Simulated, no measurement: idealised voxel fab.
process module | voxel trench capacitor
FYI the section here is cut, 280 nm wide, cells are 5 nm squares.
Bands, listed from the top down, are how a cross-section gets written in this document; the cross-section itself is a grid of square cells, and a band is one or more rows of them. Within each band entry, the heights of the top and of the bottom of the band appear first, in that order and in nm; the materials of the band then follow from left to right, each with its corresponding width in nm. The designation "everywhere" on a single material indicates that it fills the band from edge to edge; the designation "air" indicates empty space. It should be noted that heights are counted from 0, beneath which the wafer as supplied is of one material throughout, and that the lowest band possesses no lower boundary but continues downward, as written in "0..down". It should be noted that a width expressed as "30->40" varies in equal increments from row to row of cells within the band, taking the value of the first number at the top row and that of the second number at the bottom row. Take "no alteration" at face value: in the step it is given for, the cross-section changed in none of its cells. Heads up: "Fully sealed voids" only lists the empty pockets with no open path to the top that are 8 cells or more, and it writes them as width x height at distance, distance from the left edge, in nm. Whatever follows a step's settings on its line is a remark the simulator itself makes about that step. overlay nm: mask right of planned place by this much (step with mask). Neg. = left. If you're wondering how to read the rest of this, here's the deal. It's pairs of cross-sections: one from before a process step, one from after it. The after one is only drawn as far down as the lowest band that changed. Right under each pair you'll see which step sits between them and what its settings were. Don't read the pairs as one continuous story, though. They can come from different runs of this module on the same starting wafer, and a pair only carries on from the one above it where its entry headed "Ex-ante state" says so.
[Ex-ante state]
0..down = Si everywhere
Fully sealed voids: none
[Post-Step Appearance]
5..0 = SiN everywhere
Everything below 0 is unchanged.
Fully sealed voids: none
Step sandwiched between the two cross-sections above: CONFORMAL_DEP [material SiN] [thk nm 5]
Ex-ante state: starting point is the after cross-section of the pair just above.
[Post-Step Appearance]
20..5 = resist 100 / air 25 / resist 30 / air 25 / resist 100
Everything below 5 is unchanged.
Fully sealed voids: none
Step sandwiched between the two cross-sections above: PATTERN [tone open] [mask id TRENCH] [material resist] [width nm 25] [pitch nm 55] [thk nm 15] [overlay nm 0]
Ex-ante state: starting point is the after cross-section of the pair just above.
[Post-Step Appearance]
20..5 = resist 100 / air 25 / resist 30 / air 25 / resist 100
5..0 = SiN 100 / air 25 / SiN 30 / air 25 / SiN 100
Everything below 0 is unchanged.
Fully sealed voids: none
Step sandwiched between the two cross-sections above: DIRECTIONAL_ETCH [etch materials SiN] [depth nm 5]
Ex-ante state: starting point is the after cross-section of the pair just above.
[Post-Step Appearance]
20..5 = resist 100 / air 25 / resist 30 / air 25 / resist 100
5..0 = SiN 100 / air 25 / SiN 30 / air 25 / SiN 100
0..-25 = Si 100 / air 25 / Si 30 / air 25 / Si 100
Everything below -25 is unchanged.
Fully sealed voids: none
Step sandwiched between the two cross-sections above: DIRECTIONAL_ETCH [etch materials Si] [depth nm 25]
Ex-ante state: starting point is the after cross-section of the pair just above.
[Post-Step Appearance]
5..0 = SiN 100 / air 25 / SiN 30 / air 25 / SiN 100
Everything below 0 is unchanged.
Fully sealed voids: none
Step sandwiched between the two cross-sections above: STRIP [etch materials resist]
Ex-ante state: starting point is the after cross-section of the pair just above.
[Post-Step Appearance]
10..5 = Al2O3 105 / air 15 / Al2O3 40 / air 15 / Al2O3 105
5..0 = SiN 100 / Al2O3 5 / air 15 / Al2O3 5 / SiN 30 / Al2O3 5 / air 15 / Al2O3 5 / SiN 100
0..-20 = Si 100 / Al2O3 5 / air 15 / Al2O3 5 / Si 30 / Al2O3 5 / air 15 / Al2O3 5 / Si 100
-20..-25 = Si 100 / Al2O3 25 / Si 30 / Al2O3 25 / Si 100
Everything below -25 is unchanged.
Fully sealed voids: none
Step sandwiched between the two cross-sections above: CONFORMAL_DEP [material Al2O3] [thk nm 5]
Ex-ante state: starting point is the after cross-section of the pair just above.
[Post-Step Appearance]
15..10 = polySi everywhere
10..5 = Al2O3 105 / polySi 15 / Al2O3 40 / polySi 15 / Al2O3 105
5..0 = SiN 100 / Al2O3 5 / polySi 15 / Al2O3 5 / SiN 30 / Al2O3 5 / polySi 15 / Al2O3 5 / SiN 100
0..-20 = Si 100 / Al2O3 5 / polySi 15 / Al2O3 5 / Si 30 / Al2O3 5 / polySi 15 / Al2O3 5 / Si 100
Everything below -20 is unchanged.
Fully sealed voids: none
Step sandwiched between the two cross-sections above: FILL_DEP [material polySi] [thk nm 5]
Ex-ante state: starting point is the after cross-section of the pair just above.
[Post-Step Appearance]
5..0 = SiN 100 / Al2O3 5 / polySi 15 / Al2O3 5 / SiN 30 / Al2O3 5 / polySi 15 / Al2O3 5 / SiN 100
Everything below 0 is unchanged.
Fully sealed voids: none
Step sandwiched between the two cross-sections above: CMP [height nm 5]
[Ex-ante state]
20..5 = resist 100 / air 25 / resist 30 / air 25 / resist 100
5..0 = SiN 100 / air 25 / SiN 30 / air 25 / SiN 100
0..-25 = Si 100 / air 25 / Si 30 / air 25 / Si 100
-25..down = Si everywhere
Fully sealed voids: none
[Post-Step Appearance]
20..5 = resist 100 / air 25 / resist 30 / air 25 / resist 100
5..0 = SiN 100 / air 25 / SiN 30 / air 25 / SiN 100
0..-50 = Si 100 / air 25 / Si 30 / air 25 / Si 100
Everything below -50 is unchanged.
Fully sealed voids: none
Step sandwiched between the two cross-sections above: DIRECTIONAL_ETCH [etch materials Si] [depth nm 25]
Ex-ante state: starting point is the after cross-section of the pair just above.
[Post-Step Appearance]
5..0 = SiN 100 / air 25 / SiN 30 / air 25 / SiN 100
Everything below 0 is unchanged.
Fully sealed voids: none
Step sandwiched between the two cross-sections above: STRIP [etch materials resist]
Ex-ante state: starting point is the after cross-section of the pair just above.
[Post-Step Appearance]
10..5 = Al2O3 105 / air 15 / Al2O3 40 / air 15 / Al2O3 105
5..0 = SiN 100 / Al2O3 5 / air 15 / Al2O3 5 / SiN 30 / Al2O3 5 / air 15 / Al2O3 5 / SiN 100
0..-45 = Si 100 / Al2O3 5 / air 15 / Al2O3 5 / Si 30 / Al2O3 5 / air 15 / Al2O3 5 / Si 100
-45..-50 = Si 100 / Al2O3 25 / Si 30 / Al2O3 25 / Si 100
Everything below -50 is unchanged.
Fully sealed voids: none
Step sandwiched between the two cross-sections above: CONFORMAL_DEP [material Al2O3] [thk nm 5]
Ex-ante state: starting point is the after cross-section of the pair just above.
[Post-Step Appearance]
15..10 = polySi everywhere
10..5 = Al2O3 105 / polySi 15 / Al2O3 40 / polySi 15 / Al2O3 105
5..0 = SiN 100 / Al2O3 5 / polySi 15 / Al2O3 5 / SiN 30 / Al2O3 5 / polySi 15 / Al2O3 5 / SiN 100
0..-45 = Si 100 / Al2O3 5 / polySi 15 / Al2O3 5 / Si 30 / Al2O3 5 / polySi 15 / Al2O3 5 / Si 100
Everything below -45 is unchanged.
Fully sealed voids: none
Step sandwiched between the two cross-sections above: FILL_DEP [material polySi] [thk nm 5]
Ex-ante state: starting point is the after cross-section of the pair just above.
[Post-Step Appearance]
5..0 = SiN 100 / Al2O3 5 / polySi 15 / Al2O3 5 / SiN 30 / Al2O3 5 / polySi 15 / Al2O3 5 / SiN 100
Everything below 0 is unchanged.
Fully sealed voids: none
Step sandwiched between the two cross-sections above: CMP [height nm 5]
[Ex-ante state]
20..5 = resist 100 / air 25 / resist 30 / air 25 / resist 100
5..0 = SiN 100 / air 25 / SiN 30 / air 25 / SiN 100
0..down = Si everywhere
Fully sealed voids: none
[Post-Step Appearance]
5..0 = SiN 100 / air 25 / SiN 30 / air 25 / SiN 100
Everything below 0 is unchanged.
Fully sealed voids: none
Step sandwiched between the two cross-sections above: STRIP [etch materials resist]
Ex-ante state: starting point is the after cross-section of the pair just above.
[Post-Step Appearance]
5..0 = SiN 100 / air 25 / SiN 30 / air 25 / SiN 100
0..-25 = Si 100 / air 25 / Si 30 / air 25 / Si 100
Everything below -25 is unchanged.
Fully sealed voids: none
Step sandwiched between the two cross-sections above: DIRECTIONAL_ETCH [etch materials Si] [depth nm 25]
[Ex-ante state]
15..10 = polySi everywhere
10..5 = Al2O3 105 / polySi 15 / Al2O3 40 / polySi 15 / Al2O3 105
5..0 = SiN 100 / Al2O3 5 / polySi 15 / Al2O3 5 / SiN 30 / Al2O3 5 / polySi 15 / Al2O3 5 / SiN 100
0..-20 = Si 100 / Al2O3 5 / polySi 15 / Al2O3 5 / Si 30 / Al2O3 5 / polySi 15 / Al2O3 5 / Si 100
-20..-25 = Si 100 / Al2O3 25 / Si 30 / Al2O3 25 / Si 100
-25..down = Si everywhere
Fully sealed voids: none
[Post-Step Appearance]
-5..-20 = Si 100 / Al2O3 5 / polySi 15 / Al2O3 5 / Si 30 / Al2O3 5 / polySi 15 / Al2O3 5 / Si 100
Everything below -20 is unchanged.
Fully sealed voids: none
Step sandwiched between the two cross-sections above: CMP [height nm -5]
[Ex-ante state]
5..0 = SiN everywhere
0..down = Si everywhere
Fully sealed voids: none
[Post-Step Appearance]
20..5 = resist 105 / air 15 / resist 40 / air 15 / resist 105
Everything below 5 is unchanged.
Fully sealed voids: none
Step sandwiched between the two cross-sections above: PATTERN [tone open] [mask id TRENCH] [material resist] [width nm 15] [pitch nm 55] [thk nm 15] [overlay nm 0]
Ex-ante state: starting point is the after cross-section of the pair just above.
[Post-Step Appearance]
20..5 = resist 105 / air 15 / resist 40 / air 15 / resist 105
5..0 = SiN 105 / air 15 / SiN 40 / air 15 / SiN 105
Everything below 0 is unchanged.
Fully sealed voids: none
Step sandwiched between the two cross-sections above: DIRECTIONAL_ETCH [etch materials SiN] [depth nm 5]
Ex-ante state: starting point is the after cross-section of the pair just above.
[Post-Step Appearance]
20..5 = resist 105 / air 15 / resist 40 / air 15 / resist 105
5..0 = SiN 105 / air 15 / SiN 40 / air 15 / SiN 105
0..-25 = Si 105 / air 15 / Si 40 / air 15 / Si 105
Everything below -25 is unchanged.
Fully sealed voids: none
Step sandwiched between the two cross-sections above: DIRECTIONAL_ETCH [etch materials Si] [depth nm 25]
Ex-ante state: starting point is the after cross-section of the pair just above.
[Post-Step Appearance]
5..0 = SiN 105 / air 15 / SiN 40 / air 15 / SiN 105
Everything below 0 is unchanged.
Fully sealed voids: none
Step sandwiched between the two cross-sections above: STRIP [etch materials resist]
Ex-ante state: starting point is the after cross-section of the pair just above.
[Post-Step Appearance]
10..5 = Al2O3 110 / air 5 / Al2O3 50 / air 5 / Al2O3 110
5..0 = SiN 105 / Al2O3 5 / air 5 / Al2O3 5 / SiN 40 / Al2O3 5 / air 5 / Al2O3 5 / SiN 105
0..-20 = Si 105 / Al2O3 5 / air 5 / Al2O3 5 / Si 40 / Al2O3 5 / air 5 / Al2O3 5 / Si 105
-20..-25 = Si 105 / Al2O3 15 / Si 40 / Al2O3 15 / Si 105
Everything below -25 is unchanged.
Fully sealed voids: none
Step sandwiched between the two cross-sections above: CONFORMAL_DEP [material Al2O3] [thk nm 5]
Ex-ante state: starting point is the after cross-section of the pair just above.
[Post-Step Appearance]
15..10 = polySi everywhere
10..5 = Al2O3 110 / polySi 5 / Al2O3 50 / polySi 5 / Al2O3 110
5..0 = SiN 105 / Al2O3 5 / polySi 5 / Al2O3 5 / SiN 40 / Al2O3 5 / polySi 5 / Al2O3 5 / SiN 105
0..-20 = Si 105 / Al2O3 5 / polySi 5 / Al2O3 5 / Si 40 / Al2O3 5 / polySi 5 / Al2O3 5 / Si 105
Everything below -20 is unchanged.
Fully sealed voids: none
Step sandwiched between the two cross-sections above: FILL_DEP [material polySi] [thk nm 5]
Ex-ante state: starting point is the after cross-section of the pair just above.
[Post-Step Appearance]
5..0 = SiN 105 / Al2O3 5 / polySi 5 / Al2O3 5 / SiN 40 / Al2O3 5 / polySi 5 / Al2O3 5 / SiN 105
Everything below 0 is unchanged.
Fully sealed voids: none
Step sandwiched between the two cross-sections above: CMP [height nm 5]
[Ex-ante state]
5..0 = SiN everywhere
0..down = Si everywhere
Fully sealed voids: none
[Post-Step Appearance]
20..5 = resist 95 / air 25 / resist 30 / air 25 / resist 105
Everything below 5 is unchanged.
Fully sealed voids: none
Step sandwiched between the two cross-sections above: PATTERN [tone open] [mask id TRENCH] [material resist] [width nm 25] [pitch nm 55] [thk nm 15] [overlay nm -5]
Ex-ante state: starting point is the after cross-section of the pair just above.
[Post-Step Appearance]
20..5 = resist 95 / air 25 / resist 30 / air 25 / resist 105
5..0 = SiN 95 / air 25 / SiN 30 / air 25 / SiN 105
Everything below 0 is unchanged.
Fully sealed voids: none
Step sandwiched between the two cross-sections above: DIRECTIONAL_ETCH [etch materials SiN] [depth nm 5]
Ex-ante state: starting point is the after cross-section of the pair just above.
[Post-Step Appearance]
20..5 = resist 95 / air 25 / resist 30 / air 25 / resist 105
5..0 = SiN 95 / air 25 / SiN 30 / air 25 / SiN 105
0..-25 = Si 95 / air 25 / Si 30 / air 25 / Si 105
Everything below -25 is unchanged.
Fully sealed voids: none
Step sandwiched between the two cross-sections above: DIRECTIONAL_ETCH [etch materials Si] [depth nm 25]
Ex-ante state: starting point is the after cross-section of the pair just above.
[Post-Step Appearance]
5..0 = SiN 95 / air 25 / SiN 30 / air 25 / SiN 105
Everything below 0 is unchanged.
Fully sealed voids: none
Step sandwiched between the two cross-sections above: STRIP [etch materials resist]
Ex-ante state: starting point is the after cross-section of the pair just above.
[Post-Step Appearance]
10..5 = Al2O3 100 / air 15 / Al2O3 40 / air 15 / Al2O3 110
5..0 = SiN 95 / Al2O3 5 / air 15 / Al2O3 5 / SiN 30 / Al2O3 5 / air 15 / Al2O3 5 / SiN 105
0..-20 = Si 95 / Al2O3 5 / air 15 / Al2O3 5 / Si 30 / Al2O3 5 / air 15 / Al2O3 5 / Si 105
-20..-25 = Si 95 / Al2O3 25 / Si 30 / Al2O3 25 / Si 105
Everything below -25 is unchanged.
Fully sealed voids: none
Step sandwiched between the two cross-sections above: CONFORMAL_DEP [material Al2O3] [thk nm 5]
Ex-ante state: starting point is the after cross-section of the pair just above.
[Post-Step Appearance]
15..10 = polySi everywhere
10..5 = Al2O3 100 / polySi 15 / Al2O3 40 / polySi 15 / Al2O3 110
5..0 = SiN 95 / Al2O3 5 / polySi 15 / Al2O3 5 / SiN 30 / Al2O3 5 / polySi 15 / Al2O3 5 / SiN 105
0..-20 = Si 95 / Al2O3 5 / polySi 15 / Al2O3 5 / Si 30 / Al2O3 5 / polySi 15 / Al2O3 5 / Si 105
Everything below -20 is unchanged.
Fully sealed voids: none
Step sandwiched between the two cross-sections above: FILL_DEP [material polySi] [thk nm 5]
Ex-ante state: starting point is the after cross-section of the pair just above.
[Post-Step Appearance]
5..0 = SiN 95 / Al2O3 5 / polySi 15 / Al2O3 5 / SiN 30 / Al2O3 5 / polySi 15 / Al2O3 5 / SiN 105
Everything below 0 is unchanged.
Fully sealed voids: none
Step sandwiched between the two cross-sections above: CMP [height nm 5]
[Ex-ante state]
0..down = Si everywhere
Fully sealed voids: none
[Post-Step Appearance]
5..0 = polySi everywhere
Everything below 0 is unchanged.
Fully sealed voids: none
Step sandwiched between the two cross-sections above: CONFORMAL_DEP [material polySi] [thk nm 5]
Ex-ante state: starting point is the after cross-section of the pair just above.
[Post-Step Appearance]
20..5 = resist 100 / air 25 / resist 30 / air 25 / resist 100
Everything below 5 is unchanged.
Fully sealed voids: none
Step sandwiched between the two cross-sections above: PATTERN [tone open] [mask id TRENCH] [material resist] [width nm 25] [pitch nm 55] [thk nm 15] [overlay nm 0]
Ex-ante state: starting point is the after cross-section of the pair just above.
[Post-Step Appearance]
20..5 = resist 100 / air 25 / resist 30 / air 25 / resist 100
5..0 = polySi 100 / air 25 / polySi 30 / air 25 / polySi 100
0..-20 = Si 100 / air 25 / Si 30 / air 25 / Si 100
Everything below -20 is unchanged.
Fully sealed voids: none
Step sandwiched between the two cross-sections above: DIRECTIONAL_ETCH [etch materials Si] [depth nm 25]
Ex-ante state: starting point is the after cross-section of the pair just above.
[Post-Step Appearance]
5..0 = polySi 100 / air 25 / polySi 30 / air 25 / polySi 100
Everything below 0 is unchanged.
Fully sealed voids: none
Step sandwiched between the two cross-sections above: STRIP [etch materials resist]
Ex-ante state: starting point is the after cross-section of the pair just above.
[Post-Step Appearance]
10..5 = Al2O3 105 / air 15 / Al2O3 40 / air 15 / Al2O3 105
5..0 = polySi 100 / Al2O3 5 / air 15 / Al2O3 5 / polySi 30 / Al2O3 5 / air 15 / Al2O3 5 / polySi 100
0..-15 = Si 100 / Al2O3 5 / air 15 / Al2O3 5 / Si 30 / Al2O3 5 / air 15 / Al2O3 5 / Si 100
-15..-20 = Si 100 / Al2O3 25 / Si 30 / Al2O3 25 / Si 100
Everything below -20 is unchanged.
Fully sealed voids: none
Step sandwiched between the two cross-sections above: CONFORMAL_DEP [material Al2O3] [thk nm 5]
Ex-ante state: starting point is the after cross-section of the pair just above.
[Post-Step Appearance]
15..10 = polySi everywhere
10..5 = Al2O3 105 / polySi 15 / Al2O3 40 / polySi 15 / Al2O3 105
5..0 = polySi 100 / Al2O3 5 / polySi 15 / Al2O3 5 / polySi 30 / Al2O3 5 / polySi 15 / Al2O3 5 / polySi 100
0..-15 = Si 100 / Al2O3 5 / polySi 15 / Al2O3 5 / Si 30 / Al2O3 5 / polySi 15 / Al2O3 5 / Si 100
Everything below -15 is unchanged.
Fully sealed voids: none
Step sandwiched between the two cross-sections above: FILL_DEP [material polySi] [thk nm 5]
Ex-ante state: starting point is the after cross-section of the pair just above.
[Post-Step Appearance]
5..0 = polySi 100 / Al2O3 5 / polySi 15 / Al2O3 5 / polySi 30 / Al2O3 5 / polySi 15 / Al2O3 5 / polySi 100
Everything below 0 is unchanged.
Fully sealed voids: none
Step sandwiched between the two cross-sections above: CMP [height nm 5]
[Ex-ante state]
5..0 = SiN everywhere
0..down = Si everywhere
Fully sealed voids: none
[Post-Step Appearance]
20..5 = air 100 / resist 25 / air 30 / resist 25 / air 100
Everything below 5 is unchanged.
Fully sealed voids: none
Step sandwiched between the two cross-sections above: PATTERN [tone cover] [mask id TRENCH] [material resist] [width nm 25] [pitch nm 55] [thk nm 15] [overlay nm 0]
Ex-ante state: starting point is the after cross-section of the pair just above.
[Post-Step Appearance]
20..5 = air 100 / resist 25 / air 30 / resist 25 / air 100
5..0 = air 100 / SiN 25 / air 30 / SiN 25 / air 100
Everything below 0 is unchanged.
Fully sealed voids: none
Step sandwiched between the two cross-sections above: DIRECTIONAL_ETCH [etch materials SiN] [depth nm 5]
Ex-ante state: starting point is the after cross-section of the pair just above.
[Post-Step Appearance]
20..5 = air 100 / resist 25 / air 30 / resist 25 / air 100
5..0 = air 100 / SiN 25 / air 30 / SiN 25 / air 100
0..-25 = air 100 / Si 25 / air 30 / Si 25 / air 100
Everything below -25 is unchanged.
Fully sealed voids: none
Step sandwiched between the two cross-sections above: DIRECTIONAL_ETCH [etch materials Si] [depth nm 25]
Ex-ante state: starting point is the after cross-section of the pair just above.
[Post-Step Appearance]
5..0 = air 100 / SiN 25 / air 30 / SiN 25 / air 100
Everything below 0 is unchanged.
Fully sealed voids: none
Step sandwiched between the two cross-sections above: STRIP [etch materials resist]
Ex-ante state: starting point is the after cross-section of the pair just above.
[Post-Step Appearance]
10..5 = air 95 / Al2O3 35 / air 20 / Al2O3 35 / air 95
5..0 = air 95 / Al2O3 5 / SiN 25 / Al2O3 5 / air 20 / Al2O3 5 / SiN 25 / Al2O3 5 / air 95
0..-20 = air 95 / Al2O3 5 / Si 25 / Al2O3 5 / air 20 / Al2O3 5 / Si 25 / Al2O3 5 / air 95
-20..-25 = Al2O3 100 / Si 25 / Al2O3 30 / Si 25 / Al2O3 100
Everything below -25 is unchanged.
Fully sealed voids: none
Step sandwiched between the two cross-sections above: CONFORMAL_DEP [material Al2O3] [thk nm 5]
Ex-ante state: starting point is the after cross-section of the pair just above.
[Post-Step Appearance]
15..10 = polySi everywhere
10..5 = polySi 95 / Al2O3 35 / polySi 20 / Al2O3 35 / polySi 95
5..0 = polySi 95 / Al2O3 5 / SiN 25 / Al2O3 5 / polySi 20 / Al2O3 5 / SiN 25 / Al2O3 5 / polySi 95
0..-20 = polySi 95 / Al2O3 5 / Si 25 / Al2O3 5 / polySi 20 / Al2O3 5 / Si 25 / Al2O3 5 / polySi 95
Everything below -20 is unchanged.
Fully sealed voids: none
Step sandwiched between the two cross-sections above: FILL_DEP [material polySi] [thk nm 5]
Ex-ante state: starting point is the after cross-section of the pair just above.
[Post-Step Appearance]
5..0 = polySi 95 / Al2O3 5 / SiN 25 / Al2O3 5 / polySi 20 / Al2O3 5 / SiN 25 / Al2O3 5 / polySi 95
Everything below 0 is unchanged.
Fully sealed voids: none
Step sandwiched between the two cross-sections above: CMP [height nm 5]
